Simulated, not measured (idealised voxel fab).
Presented below is a process module, voxel gate over fins.
The cross-section shown here is cut; it is 290 nm wide and divided into square cells measuring 5 nm on a side.
Bands, listed from the top down, are how a cross-section gets written in this document; the cross-section itself is a grid of square cells, and a band is one or more rows of them. Heads up on the band format: heights come first, top then bottom, in nm. After that it's the materials left to right, each with its width in nm. A single material flagged "edge to edge" fills the whole band edge to edge, and "air" means there's empty space there. We count height from 0. Below that, the starting wafer is all one material. The lowest band never ends at the bottom but goes on down; see "z 0 and below" for how that is written. The expression "30..40" gives the width at the extremes of the band, the first number at its top row of cells and the second at its bottom row, with the width changing by equal amounts from each row to the next in between. For the purposes of this document, the phrase "remained unchanged" attached to a step denotes that no cell within the cross-section was modified by that step. Under "Closed-off voids" you'll find the enclosed gaps, the ones with no way out to the top, that are 8 cells or bigger; each reads width x height at distance, with distance counted from the left edge, everything in nm. Anything after a step's settings on that line? It's the simulator's own note about the step. overlay nm: how far to the right of its planned place the mask lay on this masked step (negative: to the left).

**Steps planned for the process**
1,RECEIVE [material Si]
2,CONFORMAL_DEP [material SiN] [thk nm 5]
3,PATTERN [tone cover] [mask id FINS] [material resist] [width nm 15] [pitch nm 45] [thk nm 15] [overlay nm 0]
4,DIRECTIONAL_ETCH [etch materials SiN] [depth nm 5]
5,DIRECTIONAL_ETCH [etch materials Si] [depth nm 30]
6,STRIP [etch materials resist]
7,OXIDIZE [depth nm 5]
8,FILL_DEP [material SiO2] [thk nm 5]
9,CMP [height nm 5]
10,SELECTIVE_ETCH [etch materials SiO2] [depth nm 15]
11,STRIP [etch materials SiN]
12,CONFORMAL_DEP [material HfO2] [thk nm 5]
13,CONFORMAL_DEP [material TiN] [thk nm 5]
14,FILL_DEP [material W] [thk nm 15]
15,CMP [height nm 20]
16,CONFORMAL_DEP [material SiCN] [thk nm 10]

**Incoming wafer in cross-section (state: after step 1)**
	z 0 and below  Si edge to edge
	Closed-off voids: none

**Cross-section, end of module. Start: as above. Plan: as above. Execution: one mistake**
	z 30 to 20  SiCN edge to edge
	z 20 to 15  W edge to edge
	z 15 to 10  W: 80, then TiN: 35, then W: 10, then TiN: 35, then W: 10, then TiN: 35, then W: 85
	z 10 to 5  W: 80, then TiN: 5, then HfO2: 25, then TiN: 5, then W: 10, then TiN: 5, then HfO2: 25, then TiN: 5, then W: 10, then TiN: 5, then HfO2: 25, then TiN: 5, then W: 85
	z 5 to 0  W: 80, then TiN: 5, then HfO2: 5, then SiN: 15, then HfO2: 5, then TiN: 5, then W: 10, then TiN: 5, then HfO2: 5, then SiN: 15, then HfO2: 5, then TiN: 5, then W: 10, then TiN: 5, then HfO2: 5, then SiN: 15, then HfO2: 5, then TiN: 5, then W: 85
	z 0 to -10  W: 80, then TiN: 5..10, then HfO2: 10..5, then Si: 5, then HfO2: 10..5, then TiN: 5..10, then W: 10, then TiN: 5..10, then HfO2: 10..5, then Si: 5, then HfO2: 10..5, then TiN: 5..10, then W: 10, then TiN: 5..10, then HfO2: 10..5, then Si: 5, then HfO2: 10..5, then TiN: 5..10, then W: 85
	z -10 to -15  W: 85, then TiN: 5, then HfO2: 5, then Si: 5, then HfO2: 5, then TiN: 5, then W: 20, then TiN: 5, then HfO2: 5, then Si: 5, then HfO2: 5, then TiN: 5, then W: 20, then TiN: 5, then HfO2: 5, then Si: 5, then HfO2: 5, then TiN: 5, then W: 90
	z -15 to -20  W: 85, then TiN: 5, then HfO2: 5, then Si: 5, then HfO2: 5, then TiN: 5, then W: 5, then air: 10, then W: 5, then TiN: 5, then HfO2: 5, then Si: 5, then HfO2: 5, then TiN: 5, then W: 5, then air: 10, then W: 5, then TiN: 5, then HfO2: 5, then Si: 5, then HfO2: 5, then TiN: 5, then W: 90
	z -20 to -25  W: 85, then TiN: 5, then HfO2: 5, then Si: 5, then HfO2: 5, then TiN: 5, then W: 20, then TiN: 5, then HfO2: 5, then Si: 5, then HfO2: 5, then TiN: 5, then W: 20, then TiN: 5, then HfO2: 5, then Si: 5, then HfO2: 5, then TiN: 5, then W: 90
	z -25 to -30  TiN: 90, then HfO2: 5, then Si: 5, then HfO2: 5, then TiN: 30, then HfO2: 5, then Si: 5, then HfO2: 5, then TiN: 30, then HfO2: 5, then Si: 5, then HfO2: 5, then TiN: 95
	z -30 to -35  HfO2: 95, then Si: 5, then HfO2: 40, then Si: 5, then HfO2: 40, then Si: 5, then HfO2: 100
	z -35 and below  Si edge to edge
	Closed-off voids: none
Error vs. plan: step 11 ran as: STRIP [etch materials SiO2]
